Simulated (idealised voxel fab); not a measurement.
Process module heading - voxel transistor to metal
The width of the displayed cross-section, cut, is 275 nm; its cells are square, with a size of 5 nm.
Think of the cross-section as a grid of square cells. We describe it in bands, top to bottom, and each band covers one or more rows of those cells. Basically the band line says how high the top is and how high the bottom is, in nm, and then what's in it from left to right, every material with its width in nm. Empty space shows up as "blank", and if a single material carries "everywhere" it runs the full band edge to edge. For the purposes of this specification, 0 denotes the height below which the wafer in its as-received condition is composed wholly of one material, and the lowermost band, lacking a lower limit, extends downward without end, as expressed in "0..down". The notation "30 to 40" denotes a width that varies across the rows of cells in the band, beginning at the first number in the top row, finishing at the second number in the bottom row, and changing by an identical amount from each row to the next. You'll sometimes find "no alteration" written for a step, and that's the way of saying that nowhere in the cross-section did a cell change during that step. In "Cavities, sealed" the enclosed voids are listed, meaning empty spaces of 8 cells or larger without any opening to the top. The form is width x height at distance, distance from the left edge, units nm. Formally, on a step line, whatever follows the settings is a remark that the simulator itself makes on the step. overlay nm: on a step with a mask, how far right of its planned place the mask lay; negative means left. So the way this works: pairs, before and after one process step. The after picture only goes down to the lowest band that actually changed, nothing below. Step and its settings are under each pair. And watch out, pairs might come from different runs of this module, same starting wafer though, so a pair only follows on from the one above if its "Pre-process cross-section" entry tells you so.
# Pre-process cross-section
30..15  55 of blank; 10 of SiN; 15 of SiCN; 10 of SiN; 90 of blank; 10 of SiN; 15 of SiCN; 10 of SiN; 60 of blank
15..5  55 of blank; 10 of SiN; 15 of polySi; 10 of SiN; 90 of blank; 10 of SiN; 15 of polySi; 10 of SiN; 60 of blank
5..0  15 of blank; 10 of SiN; 30 of blank; 10 of SiN; 15 of polySi; 10 of SiN; 30 of blank; 10 of SiN; 10 of blank; 10 of SiN; 30 of blank; 10 of SiN; 15 of polySi; 10 of SiN; 30 of blank; 10 of SiN; 20 of blank
0..-5  15 of SiO2; 10 of SiN; 30 of blank; 10 of SiN; 15 of polySi; 10 of SiN; 30 of blank; 10 of SiN; 10 of SiO2; 10 of SiN; 30 of blank; 10 of SiN; 15 of polySi; 10 of SiN; 30 of blank; 10 of SiN; 20 of SiO2
-5..-10  25 of SiO2; 30 of blank; 35 of SiO2; 30 of blank; 30 of SiO2; 30 of blank; 35 of SiO2; 30 of blank; 30 of SiO2
-10..-25  20 of SiO2; 105 of Si; 20 of SiO2; 105 of Si; 25 of SiO2
-25..down  Si everywhere
Cavities, sealed: none
# Structure After Step
30..15  55 of blank; 10 of SiN; 15 of SiCN; 10 of SiN; 90 of blank; 10 of SiN; 15 of SiCN; 10 of SiN; 60 of blank
15..5  55 of blank; 10 of SiN; 15 of polySi; 10 of SiN; 90 of blank; 10 of SiN; 15 of polySi; 10 of SiN; 60 of blank
5..0  15 of blank; 10 of SiN; 30 of blank; 10 of SiN; 15 of polySi; 10 of SiN; 30 of blank; 10 of SiN; 10 of blank; 10 of SiN; 30 of blank; 10 of SiN; 15 of polySi; 10 of SiN; 30 of blank; 10 of SiN; 20 of blank
0..-5  15 of SiO2; 10 of SiN; 30 of blank; 10 of SiN; 15 of polySi; 10 of SiN; 30 of blank; 10 of SiN; 10 of SiO2; 10 of SiN; 30 of blank; 10 of SiN; 15 of polySi; 10 of SiN; 30 of blank; 10 of SiN; 20 of SiO2
-5..-10  25 of SiO2; 30 of blank; 35 of SiO2; 30 of blank; 30 of SiO2; 30 of blank; 35 of SiO2; 30 of blank; 30 of SiO2
-10..-20  20 of SiO2; 5 of Si; 30 of blank; 35 of Si; 30 of blank; 5 of Si; 20 of SiO2; 5 of Si; 30 of blank; 35 of Si; 30 of blank; 5 of Si; 25 of SiO2
Everything below -20 is unchanged.
Cavities, sealed: none
Which step turns the before cross-section above into the after cross-section? op DIRECTIONAL_ETCH | etch materials Si | depth nm 10
Pre-process cross-section: see the after view in the pair directly above.
# Structure After Step
30..15  55 of blank; 10 of SiN; 15 of SiCN; 10 of SiN; 90 of blank; 10 of SiN; 15 of SiCN; 10 of SiN; 60 of blank
15..5  55 of blank; 10 of SiN; 15 of polySi; 10 of SiN; 90 of blank; 10 of SiN; 15 of polySi; 10 of SiN; 60 of blank
5..0  15 of blank; 10 of SiN; 30 of blank; 10 of SiN; 15 of polySi; 10 of SiN; 30 of blank; 10 of SiN; 10 of blank; 10 of SiN; 30 of blank; 10 of SiN; 15 of polySi; 10 of SiN; 30 of blank; 10 of SiN; 20 of blank
0..-5  15 of SiO2; 10 of SiN; 10 of nSi; 10 of blank; 10 of nSi; 10 of SiN; 15 of polySi; 10 of SiN; 10 of nSi; 10 of blank; 10 of nSi; 10 of SiN; 10 of SiO2; 10 of SiN; 10 of nSi; 10 of blank; 10 of nSi; 10 of SiN; 15 of polySi; 10 of SiN; 10 of nSi; 10 of blank; 10 of nSi; 10 of SiN; 20 of SiO2
-5..-10  25 of SiO2; 10 of nSi; 10 of blank; 10 of nSi; 35 of SiO2; 10 of nSi; 10 of blank; 10 of nSi; 30 of SiO2; 10 of nSi; 10 of blank; 10 of nSi; 35 of SiO2; 10 of nSi; 10 of blank; 10 of nSi; 30 of SiO2
-10..-20  20 of SiO2; 5 of Si; 30 of nSi; 35 of Si; 30 of nSi; 5 of Si; 20 of SiO2; 5 of Si; 30 of nSi; 35 of Si; 30 of nSi; 5 of Si; 25 of SiO2
Everything below -20 is unchanged.
Cavities, sealed: none
Which step turns the before cross-section above into the after cross-section? op EPI | material nSi | thk nm 10
Pre-process cross-section: see the after view in the pair directly above.
# Structure After Step
35..30  SiO2 everywhere
30..15  55 of SiO2; 10 of SiN; 15 of SiCN; 10 of SiN; 90 of SiO2; 10 of SiN; 15 of SiCN; 10 of SiN; 60 of SiO2
15..5  55 of SiO2; 10 of SiN; 15 of polySi; 10 of SiN; 90 of SiO2; 10 of SiN; 15 of polySi; 10 of SiN; 60 of SiO2
5..0  15 of SiO2; 10 of SiN; 30 of SiO2; 10 of SiN; 15 of polySi; 10 of SiN; 30 of SiO2; 10 of SiN; 10 of SiO2; 10 of SiN; 30 of SiO2; 10 of SiN; 15 of polySi; 10 of SiN; 30 of SiO2; 10 of SiN; 20 of SiO2
0..-5  15 of SiO2; 10 of SiN; 10 of nSi; 10 of SiO2; 10 of nSi; 10 of SiN; 15 of polySi; 10 of SiN; 10 of nSi; 10 of SiO2; 10 of nSi; 10 of SiN; 10 of SiO2; 10 of SiN; 10 of nSi; 10 of SiO2; 10 of nSi; 10 of SiN; 15 of polySi; 10 of SiN; 10 of nSi; 10 of SiO2; 10 of nSi; 10 of SiN; 20 of SiO2
-5..-10  25 of SiO2; 10 of nSi; 10 of SiO2; 10 of nSi; 35 of SiO2; 10 of nSi; 10 of SiO2; 10 of nSi; 30 of SiO2; 10 of nSi; 10 of SiO2; 10 of nSi; 35 of SiO2; 10 of nSi; 10 of SiO2; 10 of nSi; 30 of SiO2
Everything below -10 is unchanged.
Cavities, sealed: none
Which step turns the before cross-section above into the after cross-section? op FILL_DEP | material SiO2 | thk nm 5
Pre-process cross-section: see the after view in the pair directly above.
# Structure After Step
15..5  55 of SiO2; 10 of SiN; 15 of polySi; 10 of SiN; 90 of SiO2; 10 of SiN; 15 of polySi; 10 of SiN; 60 of SiO2
Everything below 5 is unchanged.
Cavities, sealed: none
Which step turns the before cross-section above into the after cross-section? op CMP | height nm 15
Pre-process cross-section: see the after view in the pair directly above.
# Structure After Step
15..5  55 of SiO2; 10 of SiN; 15 of blank; 10 of SiN; 90 of SiO2; 10 of SiN; 15 of blank; 10 of SiN; 60 of SiO2
5..0  15 of SiO2; 10 of SiN; 30 of SiO2; 10 of SiN; 15 of blank; 10 of SiN; 30 of SiO2; 10 of SiN; 10 of SiO2; 10 of SiN; 30 of SiO2; 10 of SiN; 15 of blank; 10 of SiN; 30 of SiO2; 10 of SiN; 20 of SiO2
0..-5  15 of SiO2; 10 of SiN; 10 of nSi; 10 of SiO2; 10 of nSi; 10 of SiN; 15 of blank; 10 of SiN; 10 of nSi; 10 of SiO2; 10 of nSi; 10 of SiN; 10 of SiO2; 10 of SiN; 10 of nSi; 10 of SiO2; 10 of nSi; 10 of SiN; 15 of blank; 10 of SiN; 10 of nSi; 10 of SiO2; 10 of nSi; 10 of SiN; 20 of SiO2
Everything below -5 is unchanged.
Cavities, sealed: none
Which step turns the before cross-section above into the after cross-section? op STRIP | etch materials polySi
Pre-process cross-section: see the after view in the pair directly above.
# Structure After Step
15..10  55 of blank; 10 of SiN; 15 of blank; 10 of SiN; 90 of blank; 10 of SiN; 15 of blank; 10 of SiN; 60 of blank
10..5  55 of SiO2; 10 of SiN; 15 of blank; 10 of SiN; 90 of SiO2; 10 of SiN; 15 of blank; 10 of SiN; 60 of SiO2
5..0  15 of SiO2; 10 of SiN; 30 of SiO2; 10 of SiN; 15 of blank; 10 of SiN; 30 of SiO2; 10 of SiN; 10 of SiO2; 10 of SiN; 30 of SiO2; 10 of SiN; 15 of blank; 10 of SiN; 30 of SiO2; 10 of SiN; 20 of SiO2
0..-5  15 of SiO2; 10 of SiN; 10 of nSi; 10 of SiO2; 10 of nSi; 10 of SiN; 15 of blank; 10 of SiN; 10 of nSi; 10 of SiO2; 10 of nSi; 10 of SiN; 10 of SiO2; 10 of SiN; 10 of nSi; 10 of SiO2; 10 of nSi; 10 of SiN; 15 of blank; 10 of SiN; 10 of nSi; 10 of SiO2; 10 of nSi; 10 of SiN; 20 of SiO2
-5..-10  25 of SiO2; 10 of nSi; 10 of SiO2; 10 of nSi; 5 of SiO2; 25 of blank; 5 of SiO2; 10 of nSi; 10 of SiO2; 10 of nSi; 30 of SiO2; 10 of nSi; 10 of SiO2; 10 of nSi; 5 of SiO2; 25 of blank; 5 of SiO2; 10 of nSi; 10 of SiO2; 10 of nSi; 30 of SiO2
Everything below -10 is unchanged.
Cavities, sealed: none
Which step turns the before cross-section above into the after cross-section? op SELECTIVE_ETCH | etch materials SiO2 | depth nm 5
Pre-process cross-section: see the after view in the pair directly above.
# Structure After Step
20..15  50 of blank; 20 of HfO2; 5 of blank; 20 of HfO2; 80 of blank; 20 of HfO2; 5 of blank; 20 of HfO2; 55 of blank
15..10  55 of HfO2; 10 of SiN; 5 of HfO2; 5 of blank; 5 of HfO2; 10 of SiN; 90 of HfO2; 10 of SiN; 5 of HfO2; 5 of blank; 5 of HfO2; 10 of SiN; 60 of HfO2
10..5  55 of SiO2; 10 of SiN; 5 of HfO2; 5 of blank; 5 of HfO2; 10 of SiN; 90 of SiO2; 10 of SiN; 5 of HfO2; 5 of blank; 5 of HfO2; 10 of SiN; 60 of SiO2
5..0  15 of SiO2; 10 of SiN; 30 of SiO2; 10 of SiN; 5 of HfO2; 5 of blank; 5 of HfO2; 10 of SiN; 30 of SiO2; 10 of SiN; 10 of SiO2; 10 of SiN; 30 of SiO2; 10 of SiN; 5 of HfO2; 5 of blank; 5 of HfO2; 10 of SiN; 30 of SiO2; 10 of SiN; 20 of SiO2
0..-5  15 of SiO2; 10 of SiN; 10 of nSi; 10 of SiO2; 10 of nSi; 10 of SiN; 5 of HfO2; 5 of blank; 5 of HfO2; 10 of SiN; 10 of nSi; 10 of SiO2; 10 of nSi; 10 of SiN; 10 of SiO2; 10 of SiN; 10 of nSi; 10 of SiO2; 10 of nSi; 10 of SiN; 5 of HfO2; 5 of blank; 5 of HfO2; 10 of SiN; 10 of nSi; 10 of SiO2; 10 of nSi; 10 of SiN; 20 of SiO2
-5..-10  25 of SiO2; 10 of nSi; 10 of SiO2; 10 of nSi; 5 of SiO2; 25 of HfO2; 5 of SiO2; 10 of nSi; 10 of SiO2; 10 of nSi; 30 of SiO2; 10 of nSi; 10 of SiO2; 10 of nSi; 5 of SiO2; 25 of HfO2; 5 of SiO2; 10 of nSi; 10 of SiO2; 10 of nSi; 30 of SiO2
Everything below -10 is unchanged.
Cavities, sealed: none
Which step turns the before cross-section above into the after cross-section? op CONFORMAL_DEP | material HfO2 | thk nm 5
Pre-process cross-section: see the after view in the pair directly above.
# Structure After Step
25..20  45 of blank; 55 of TiN; 70 of blank; 55 of TiN; 50 of blank
20..15  50 of TiN; 20 of HfO2; 5 of TiN; 20 of HfO2; 80 of TiN; 20 of HfO2; 5 of TiN; 20 of HfO2; 55 of TiN
15..10  55 of HfO2; 10 of SiN; 5 of HfO2; 5 of TiN; 5 of HfO2; 10 of SiN; 90 of HfO2; 10 of SiN; 5 of HfO2; 5 of TiN; 5 of HfO2; 10 of SiN; 60 of HfO2
10..5  55 of SiO2; 10 of SiN; 5 of HfO2; 5 of TiN; 5 of HfO2; 10 of SiN; 90 of SiO2; 10 of SiN; 5 of HfO2; 5 of TiN; 5 of HfO2; 10 of SiN; 60 of SiO2
5..0  15 of SiO2; 10 of SiN; 30 of SiO2; 10 of SiN; 5 of HfO2; 5 of TiN; 5 of HfO2; 10 of SiN; 30 of SiO2; 10 of SiN; 10 of SiO2; 10 of SiN; 30 of SiO2; 10 of SiN; 5 of HfO2; 5 of TiN; 5 of HfO2; 10 of SiN; 30 of SiO2; 10 of SiN; 20 of SiO2
0..-5  15 of SiO2; 10 of SiN; 10 of nSi; 10 of SiO2; 10 of nSi; 10 of SiN; 5 of HfO2; 5 of TiN; 5 of HfO2; 10 of SiN; 10 of nSi; 10 of SiO2; 10 of nSi; 10 of SiN; 10 of SiO2; 10 of SiN; 10 of nSi; 10 of SiO2; 10 of nSi; 10 of SiN; 5 of HfO2; 5 of TiN; 5 of HfO2; 10 of SiN; 10 of nSi; 10 of SiO2; 10 of nSi; 10 of SiN; 20 of SiO2
Everything below -5 is unchanged.
Cavities, sealed: none
Which step turns the before cross-section above into the after cross-section? op CONFORMAL_DEP | material TiN | thk nm 5
Pre-process cross-section: see the after view in the pair directly above.
# Structure After Step
30..25  W everywhere
25..20  45 of W; 55 of TiN; 70 of W; 55 of TiN; 50 of W
Everything below 20 is unchanged.
Cavities, sealed: none
Which step turns the before cross-section above into the after cross-section? op FILL_DEP | material W | thk nm 5
Pre-process cross-section: see the after view in the pair directly above.
# Structure After Step
10..5  55 of SiO2; 10 of SiN; 5 of HfO2; 5 of TiN; 5 of HfO2; 10 of SiN; 90 of SiO2; 10 of SiN; 5 of HfO2; 5 of TiN; 5 of HfO2; 10 of SiN; 60 of SiO2
Everything below 5 is unchanged.
Cavities, sealed: none
Which step turns the before cross-section above into the after cross-section? op CMP | height nm 10
Pre-process cross-section: see the after view in the pair directly above.
# Structure After Step
25..10  SiO2 everywhere
Everything below 10 is unchanged.
Cavities, sealed: none
Which step turns the before cross-section above into the after cross-section? op DIRECTIONAL_DEP | material SiO2 | thk nm 15
Pre-process cross-section: see the after view in the pair directly above.
# Structure After Step
40..25  aC everywhere
Everything below 25 is unchanged.
Cavities, sealed: none
Which step turns the before cross-section above into the after cross-section? op DIRECTIONAL_DEP | material aC | thk nm 15
Pre-process cross-section: see the after view in the pair directly above.
# Structure After Step
70..40  25 of resist; 20 of blank; 55 of resist; 20 of blank; 30 of resist; 20 of blank; 55 of resist; 20 of blank; 30 of resist
Everything below 40 is unchanged.
Cavities, sealed: none
Which step turns the before cross-section above into the after cross-section? op PATTERN | tone open | mask id CONTACT | material resist | width nm 20 | thk nm 30 | overlay nm 0
Pre-process cross-section: see the after view in the pair directly above.
# Structure After Step
55..40  25 of resist; 20 of blank; 55 of resist; 20 of blank; 30 of resist; 20 of blank; 55 of resist; 20 of blank; 30 of resist
40..25  25 of aC; 20 of blank; 55 of aC; 20 of blank; 30 of aC; 20 of blank; 55 of aC; 20 of blank; 30 of aC
Everything below 25 is unchanged.
Cavities, sealed: none
Which step turns the before cross-section above into the after cross-section? op DIRECTIONAL_ETCH | etch materials aC | depth nm 15
Pre-process cross-section: see the after view in the pair directly above.
# Structure After Step
40..25  25 of aC; 20 of blank; 55 of aC; 20 of blank; 30 of aC; 20 of blank; 55 of aC; 20 of blank; 30 of aC
Everything below 25 is unchanged.
Cavities, sealed: none
Which step turns the before cross-section above into the after cross-section? op STRIP | etch materials resist
Pre-process cross-section: see the after view in the pair directly above.
# Structure After Step
40..25  25 of aC; 20 of blank; 55 of aC; 20 of blank; 30 of aC; 20 of blank; 55 of aC; 20 of blank; 30 of aC
25..10  25 of SiO2; 20 of blank; 55 of SiO2; 20 of blank; 30 of SiO2; 20 of blank; 55 of SiO2; 20 of blank; 30 of SiO2
10..5  25 of SiO2; 20 of blank; 10 of SiO2; 10 of SiN; 5 of HfO2; 5 of TiN; 5 of HfO2; 10 of SiN; 10 of SiO2; 20 of blank; 30 of SiO2; 20 of blank; 10 of SiO2; 10 of SiN; 5 of HfO2; 5 of TiN; 5 of HfO2; 10 of SiN; 10 of SiO2; 20 of blank; 30 of SiO2
5..0  15 of SiO2; 10 of SiN; 20 of blank; 10 of SiO2; 10 of SiN; 5 of HfO2; 5 of TiN; 5 of HfO2; 10 of SiN; 10 of SiO2; 20 of blank; 10 of SiN; 10 of SiO2; 10 of SiN; 20 of blank; 10 of SiO2; 10 of SiN; 5 of HfO2; 5 of TiN; 5 of HfO2; 10 of SiN; 10 of SiO2; 20 of blank; 10 of SiN; 20 of SiO2
0..-5  15 of SiO2; 10 of SiN; 10 of nSi; 10 of blank; 10 of nSi; 10 of SiN; 5 of HfO2; 5 of TiN; 5 of HfO2; 10 of SiN; 10 of nSi; 10 of blank; 10 of nSi; 10 of SiN; 10 of SiO2; 10 of SiN; 10 of nSi; 10 of blank; 10 of nSi; 10 of SiN; 5 of HfO2; 5 of TiN; 5 of HfO2; 10 of SiN; 10 of nSi; 10 of blank; 10 of nSi; 10 of SiN; 20 of SiO2
-5..-10  25 of SiO2; 10 of nSi; 10 of blank; 10 of nSi; 5 of SiO2; 25 of HfO2; 5 of SiO2; 10 of nSi; 10 of blank; 10 of nSi; 30 of SiO2; 10 of nSi; 10 of blank; 10 of nSi; 5 of SiO2; 25 of HfO2; 5 of SiO2; 10 of nSi; 10 of blank; 10 of nSi; 30 of SiO2
Everything below -10 is unchanged.
Cavities, sealed: none
Which step turns the before cross-section above into the after cross-section? op DIRECTIONAL_ETCH | etch materials SiO2 | depth nm 35
Pre-process cross-section: see the after view in the pair directly above.
# Structure After Step
25..10  25 of SiO2; 20 of blank; 55 of SiO2; 20 of blank; 30 of SiO2; 20 of blank; 55 of SiO2; 20 of blank; 30 of SiO2
Everything below 10 is unchanged.
Cavities, sealed: none
Which step turns the before cross-section above into the after cross-section? op STRIP | etch materials aC
Pre-process cross-section: see the after view in the pair directly above.
# Structure After Step
30..25  30 of TiN; 10 of blank; 65 of TiN; 10 of blank; 40 of TiN; 10 of blank; 65 of TiN; 10 of blank; 35 of TiN
25..10  25 of SiO2; 5 of TiN; 10 of blank; 5 of TiN; 55 of SiO2; 5 of TiN; 10 of blank; 5 of TiN; 30 of SiO2; 5 of TiN; 10 of blank; 5 of TiN; 55 of SiO2; 5 of TiN; 10 of blank; 5 of TiN; 30 of SiO2
10..5  25 of SiO2; 5 of TiN; 10 of blank; 5 of TiN; 10 of SiO2; 10 of SiN; 5 of HfO2; 5 of TiN; 5 of HfO2; 10 of SiN; 10 of SiO2; 5 of TiN; 10 of blank; 5 of TiN; 30 of SiO2; 5 of TiN; 10 of blank; 5 of TiN; 10 of SiO2; 10 of SiN; 5 of HfO2; 5 of TiN; 5 of HfO2; 10 of SiN; 10 of SiO2; 5 of TiN; 10 of blank; 5 of TiN; 30 of SiO2
5..0  15 of SiO2; 10 of SiN; 20 of TiN; 10 of SiO2; 10 of SiN; 5 of HfO2; 5 of TiN; 5 of HfO2; 10 of SiN; 10 of SiO2; 20 of TiN; 10 of SiN; 10 of SiO2; 10 of SiN; 20 of TiN; 10 of SiO2; 10 of SiN; 5 of HfO2; 5 of TiN; 5 of HfO2; 10 of SiN; 10 of SiO2; 20 of TiN; 10 of SiN; 20 of SiO2
0..-5  15 of SiO2; 10 of SiN; 10 of nSi; 10 of TiN; 10 of nSi; 10 of SiN; 5 of HfO2; 5 of TiN; 5 of HfO2; 10 of SiN; 10 of nSi; 10 of TiN; 10 of nSi; 10 of SiN; 10 of SiO2; 10 of SiN; 10 of nSi; 10 of TiN; 10 of nSi; 10 of SiN; 5 of HfO2; 5 of TiN; 5 of HfO2; 10 of SiN; 10 of nSi; 10 of TiN; 10 of nSi; 10 of SiN; 20 of SiO2
-5..-10  25 of SiO2; 10 of nSi; 10 of TiN; 10 of nSi; 5 of SiO2; 25 of HfO2; 5 of SiO2; 10 of nSi; 10 of TiN; 10 of nSi; 30 of SiO2; 10 of nSi; 10 of TiN; 10 of nSi; 5 of SiO2; 25 of HfO2; 5 of SiO2; 10 of nSi; 10 of TiN; 10 of nSi; 30 of SiO2
Everything below -10 is unchanged.
Cavities, sealed: none
Which step turns the before cross-section above into the after cross-section? op CONFORMAL_DEP | material TiN | thk nm 5
Pre-process cross-section: see the after view in the pair directly above.
# Structure After Step
40..30  W everywhere
30..25  30 of TiN; 10 of W; 65 of TiN; 10 of W; 40 of TiN; 10 of W; 65 of TiN; 10 of W; 35 of TiN
25..10  25 of SiO2; 5 of TiN; 10 of W; 5 of TiN; 55 of SiO2; 5 of TiN; 10 of W; 5 of TiN; 30 of SiO2; 5 of TiN; 10 of W; 5 of TiN; 55 of SiO2; 5 of TiN; 10 of W; 5 of TiN; 30 of SiO2
10..5  25 of SiO2; 5 of TiN; 10 of W; 5 of TiN; 10 of SiO2; 10 of SiN; 5 of HfO2; 5 of TiN; 5 of HfO2; 10 of SiN; 10 of SiO2; 5 of TiN; 10 of W; 5 of TiN; 30 of SiO2; 5 of TiN; 10 of W; 5 of TiN; 10 of SiO2; 10 of SiN; 5 of HfO2; 5 of TiN; 5 of HfO2; 10 of SiN; 10 of SiO2; 5 of TiN; 10 of W; 5 of TiN; 30 of SiO2
Everything below 5 is unchanged.
Cavities, sealed: none
Which step turns the before cross-section above into the after cross-section? op FILL_DEP | material W | thk nm 10
Pre-process cross-section: see the after view in the pair directly above.
# Structure After Step
25..10  25 of SiO2; 5 of TiN; 10 of W; 5 of TiN; 55 of SiO2; 5 of TiN; 10 of W; 5 of TiN; 30 of SiO2; 5 of TiN; 10 of W; 5 of TiN; 55 of SiO2; 5 of TiN; 10 of W; 5 of TiN; 30 of SiO2
Everything below 10 is unchanged.
Cavities, sealed: none
Which step turns the before cross-section above into the after cross-section? op CMP | height nm 25
Pre-process cross-section: see the after view in the pair directly above.
# Structure After Step
30..25  TiN everywhere
Everything below 25 is unchanged.
Cavities, sealed: none
Which step turns the before cross-section above into the after cross-section? op DIRECTIONAL_DEP | material TiN | thk nm 5
Pre-process cross-section: see the after view in the pair directly above.
# Structure After Step
45..30  Ru everywhere
Everything below 30 is unchanged.
Cavities, sealed: none
Which step turns the before cross-section above into the after cross-section? op DIRECTIONAL_DEP | material Ru | thk nm 15
Pre-process cross-section: see the after view in the pair directly above.
# Structure After Step
60..45  25 of blank; 20 of resist; 55 of blank; 20 of resist; 30 of blank; 20 of resist; 55 of blank; 20 of resist; 30 of blank
Everything below 45 is unchanged.
Cavities, sealed: none
Which step turns the before cross-section above into the after cross-section? op PATTERN | tone cover | mask id METAL_1 | material resist | width nm 20 | thk nm 15 | overlay nm 0
Pre-process cross-section: see the after view in the pair directly above.
# Structure After Step
60..45  25 of blank; 20 of resist; 55 of blank; 20 of resist; 30 of blank; 20 of resist; 55 of blank; 20 of resist; 30 of blank
45..30  25 of blank; 20 of Ru; 55 of blank; 20 of Ru; 30 of blank; 20 of Ru; 55 of blank; 20 of Ru; 30 of blank
Everything below 30 is unchanged.
Cavities, sealed: none
Which step turns the before cross-section above into the after cross-section? op DIRECTIONAL_ETCH | etch materials Ru | depth nm 15
Pre-process cross-section: see the after view in the pair directly above.
# Structure After Step
60..45  25 of blank; 20 of resist; 55 of blank; 20 of resist; 30 of blank; 20 of resist; 55 of blank; 20 of resist; 30 of blank
45..30  25 of blank; 20 of Ru; 55 of blank; 20 of Ru; 30 of blank; 20 of Ru; 55 of blank; 20 of Ru; 30 of blank
30..25  25 of blank; 20 of TiN; 55 of blank; 20 of TiN; 30 of blank; 20 of TiN; 55 of blank; 20 of TiN; 30 of blank
Everything below 25 is unchanged.
Cavities, sealed: none
Which step turns the before cross-section above into the after cross-section? op DIRECTIONAL_ETCH | etch materials TiN | depth nm 5
Pre-process cross-section: see the after view in the pair directly above.
# Structure After Step
45..30  25 of blank; 20 of Ru; 55 of blank; 20 of Ru; 30 of blank; 20 of Ru; 55 of blank; 20 of Ru; 30 of blank
Everything below 30 is unchanged.
Cavities, sealed: none
Which step turns the before cross-section above into the after cross-section? op STRIP | etch materials resist
Pre-process cross-section: see the after view in the pair directly above.
# Structure After Step
50..45  SiO2 everywhere
45..30  25 of SiO2; 20 of Ru; 55 of SiO2; 20 of Ru; 30 of SiO2; 20 of Ru; 55 of SiO2; 20 of Ru; 30 of SiO2
30..25  25 of SiO2; 20 of TiN; 55 of SiO2; 20 of TiN; 30 of SiO2; 20 of TiN; 55 of SiO2; 20 of TiN; 30 of SiO2
Everything below 25 is unchanged.
Cavities, sealed: none
Which step turns the before cross-section above into the after cross-section? op FILL_DEP | material SiO2 | thk nm 5
Pre-process cross-section: see the after view in the pair directly above.
# Structure After Step
45..30  25 of SiO2; 20 of Ru; 55 of SiO2; 20 of Ru; 30 of SiO2; 20 of Ru; 55 of SiO2; 20 of Ru; 30 of SiO2
Everything below 30 is unchanged.
Cavities, sealed: none
Which step turns the before cross-section above into the after cross-section? op CMP | height nm 45
Pre-process cross-section: see the after view in the pair directly above.
# Structure After Step
50..45  SiCN everywhere
Everything below 45 is unchanged.
Cavities, sealed: none
Which step turns the before cross-section above into the after cross-section? op CONFORMAL_DEP | material SiCN | thk nm 5
# Pre-process cross-section
15..0  SiN everywhere
0..-5  SiO2 everywhere
-5..down  Si everywhere
Cavities, sealed: none
# Structure After Step
15..0  15 of blank; 105 of SiN; 20 of blank; 105 of SiN; 30 of blank
Everything below 0 is unchanged.
Cavities, sealed: none
Which step turns the before cross-section above into the after cross-section? op MASKED_ETCH | tone cover | mask id ACTIVE | width nm 105 | pitch nm 125 | etch materials SiN | depth nm 15 | overlay nm -5
Pre-process cross-section: see the after view in the pair directly above.
# Structure After Step
15..0  15 of blank; 105 of SiN; 20 of blank; 105 of SiN; 30 of blank
0..-5  15 of blank; 110 of SiO2; 15 of blank; 110 of SiO2; 25 of blank
Everything below -5 is unchanged.
Cavities, sealed: none
Which step turns the before cross-section above into the after cross-section? op MASKED_ETCH | tone cover | mask id ACTIVE | width nm 105 | pitch nm 125 | etch materials SiO2 | depth nm 5 | overlay nm 0
Pre-process cross-section: see the after view in the pair directly above.
# Structure After Step
15..0  15 of blank; 105 of SiN; 20 of blank; 105 of SiN; 30 of blank
0..-5  15 of blank; 110 of SiO2; 15 of blank; 110 of SiO2; 25 of blank
-5..-25  15 of blank; 110 of Si; 15 of blank; 110 of Si; 25 of blank
Everything below -25 is unchanged.
Cavities, sealed: none
Which step turns the before cross-section above into the after cross-section? op MASKED_ETCH | tone cover | mask id ACTIVE | width nm 105 | pitch nm 125 | etch materials Si | depth nm 20 | overlay nm 0
Pre-process cross-section: see the after view in the pair directly above.
# Structure After Step
25..15  SiO2 everywhere
15..0  15 of SiO2; 105 of SiN; 20 of SiO2; 105 of SiN; 30 of SiO2
0..-5  SiO2 everywhere
-5..-25  15 of SiO2; 110 of Si; 15 of SiO2; 110 of Si; 25 of SiO2
Everything below -25 is unchanged.
Cavities, sealed: none
Which step turns the before cross-section above into the after cross-section? op FILL_DEP | material SiO2 | thk nm 10
Pre-process cross-section: see the after view in the pair directly above.
# Structure After Step
15..0  15 of SiO2; 105 of SiN; 20 of SiO2; 105 of SiN; 30 of SiO2
Everything below 0 is unchanged.
Cavities, sealed: none
Which step turns the before cross-section above into the after cross-section? op CMP | height nm 15
Pre-process cross-section: see the after view in the pair directly above.
# Structure After Step
15..10  15 of blank; 105 of SiN; 20 of blank; 105 of SiN; 30 of blank
Everything below 10 is unchanged.
Cavities, sealed: none
Which step turns the before cross-section above into the after cross-section? op SELECTIVE_ETCH | etch materials SiO2 | depth nm 5
Pre-process cross-section: see the after view in the pair directly above.
# Structure After Step
10..0  15 of SiO2; 105 of blank; 20 of SiO2; 105 of blank; 30 of SiO2
Everything below 0 is unchanged.
Cavities, sealed: none
Which step turns the before cross-section above into the after cross-section? op STRIP | etch materials SiN
Pre-process cross-section: see the after view in the pair directly above.
# Structure After Step
5..-5  10 of SiO2; 115 of blank; 10 of SiO2; 115 of blank; 25 of SiO2
Everything below -5 is unchanged.
Cavities, sealed: none
Which step turns the before cross-section above into the after cross-section? op SELECTIVE_ETCH | etch materials SiO2 | depth nm 5
Pre-process cross-section: see the after view in the pair directly above.
# Structure After Step
5..-5  10 of SiO2; 115 of blank; 10 of SiO2; 115 of blank; 25 of SiO2
-5..-10  SiO2 everywhere
Everything below -10 is unchanged.
Cavities, sealed: none
Which step turns the before cross-section above into the after cross-section? op OXIDIZE | depth nm 5
Pre-process cross-section: see the after view in the pair directly above.
# Structure After Step
25..15  10 of polySi; 115 of blank; 10 of polySi; 115 of blank; 25 of polySi
15..5  polySi everywhere
5..-5  10 of SiO2; 115 of polySi; 10 of SiO2; 115 of polySi; 25 of SiO2
Everything below -5 is unchanged.
Cavities, sealed: none
Which step turns the before cross-section above into the after cross-section? op DIRECTIONAL_DEP | material polySi | thk nm 20
Pre-process cross-section: see the after view in the pair directly above.
# Structure After Step
40..30  10 of SiCN; 115 of blank; 10 of SiCN; 115 of blank; 25 of SiCN
30..25  SiCN everywhere
25..15  10 of polySi; 115 of SiCN; 10 of polySi; 115 of SiCN; 25 of polySi
Everything below 15 is unchanged.
Cavities, sealed: none
Which step turns the before cross-section above into the after cross-section? op DIRECTIONAL_DEP | material SiCN | thk nm 15
Pre-process cross-section: see the after view in the pair directly above.
# Structure After Step
50..40  10 of aC; 115 of blank; 10 of aC; 115 of blank; 25 of aC
40..30  10 of SiCN; 115 of aC; 10 of SiCN; 115 of aC; 25 of SiCN
Everything below 30 is unchanged.
Cavities, sealed: none
Which step turns the before cross-section above into the after cross-section? op DIRECTIONAL_DEP | material aC | thk nm 10
